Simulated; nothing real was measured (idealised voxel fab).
Module name: voxel self aligned vias (process module)
Displayed cross-section: cut, width of 290 nm, square cells sized 5 nm.
This document writes a cross-section as a grid whose cells are square, and gives it as bands, listed from the top down; one or more rows of cells form a band. Each band's line starts with the height of the band's top and of its bottom, in nm. Then come its materials from left to right, each with its width in nm. One material with "throughout" fills the band from edge to edge. "blank" is empty space. Heads up on the height convention: 0 is the point under which the incoming wafer is all one material, and the lowest band has no bottom, it just keeps going down, like "0 nm and below". Read "30->40" as a graded width: first number on top, second number at the bottom, same change between each pair of neighbouring rows. When a step is marked "no change occurred", none of the cells in the cross-section changed during that step. The list in "Encapsulated voids" covers empty spaces of 8 cells or more that cannot reach the top through any open way, and it gives each as width x height at distance; the distance is from the left edge, and width, height and distance are in nm. That trailing text on a step's line, after the settings, is the simulator's own remark on the step. Regarding "overlay nm": on a step with a mask, it is the distance the mask lay to the right of its planned place; a negative value places it to the left.
Process steps (planned):
1 RECEIVE with material Si
2 CONFORMAL_DEP with material SiO2, thk nm 15
3 CONFORMAL_DEP with material SiCN, thk nm 5
4 DIRECTIONAL_DEP with material SiO2, thk nm 20
5 MASKED_ETCH with tone open, mask id LINES, width nm 30, pitch nm 65, etch materials SiO2, depth nm 20, overlay nm 0
6 CONFORMAL_DEP with material TiN, thk nm 5
7 FILL_DEP with material Ru, thk nm 10
8 CMP with height nm 40
9 SELECTIVE_ETCH with etch materials W Ru TiN, depth nm 5
10 FILL_DEP with material SiN, thk nm 10
11 CMP with height nm 40
12 DIRECTIONAL_DEP with material SiO2, thk nm 15
13 DIRECTIONAL_DEP with material aC, thk nm 10
14 PATTERN with tone open, mask id VIAS, material resist, width nm 40, pitch nm 130, thk nm 30, overlay nm -15
15 DIRECTIONAL_ETCH with etch materials aC, depth nm 10
16 STRIP with etch materials resist
17 DIRECTIONAL_ETCH with etch materials SiO2, depth nm 15
18 DIRECTIONAL_ETCH with etch materials SiN, depth nm 5
19 STRIP with etch materials aC
20 CONFORMAL_DEP with material TiN, thk nm 5
21 FILL_DEP with material W, thk nm 10
22 CMP with height nm 55
23 CONFORMAL_DEP with material SiCN, thk nm 5
Don't read the plan's overlay nm for step 14 as applying to every wafer: that's the first wafer's value, and the wafers differ in it, though they all start identical.
As-received state after step 1, first of several wafers, cross-section:
* 0 nm and below | Si throughout
* Encapsulated voids: none
The table below has one row for each wafer; a row shows, as of the end of the module, how many cells of each material the wafer has gained, marked (+), or lost, marked (-), since it was received, and then the wafer's closed voids:
overlay nm -15, +24 Ru, +116 SiCN, +10 SiN, +460 SiO2, +58 TiN, +28 W, Encapsulated voids: none
overlay nm -10, +24 Ru, +116 SiCN, +8 SiN, +460 SiO2, +58 TiN, +30 W, Encapsulated voids: none
overlay nm -5, +24 Ru, +116 SiCN, +6 SiN, +460 SiO2, +58 TiN, +32 W, Encapsulated voids: none
overlay nm 0, +24 Ru, +116 SiCN, +6 SiN, +460 SiO2, +58 TiN, +32 W, Encapsulated voids: none
overlay nm 5, +24 Ru, +116 SiCN, +6 SiN, +460 SiO2, +58 TiN, +32 W, Encapsulated voids: none
overlay nm 10, +24 Ru, +116 SiCN, +8 SiN, +460 SiO2, +58 TiN, +30 W, Encapsulated voids: none
overlay nm 15, +24 Ru, +116 SiCN, +10 SiN, +460 SiO2, +58 TiN, +28 W, Encapsulated voids: none
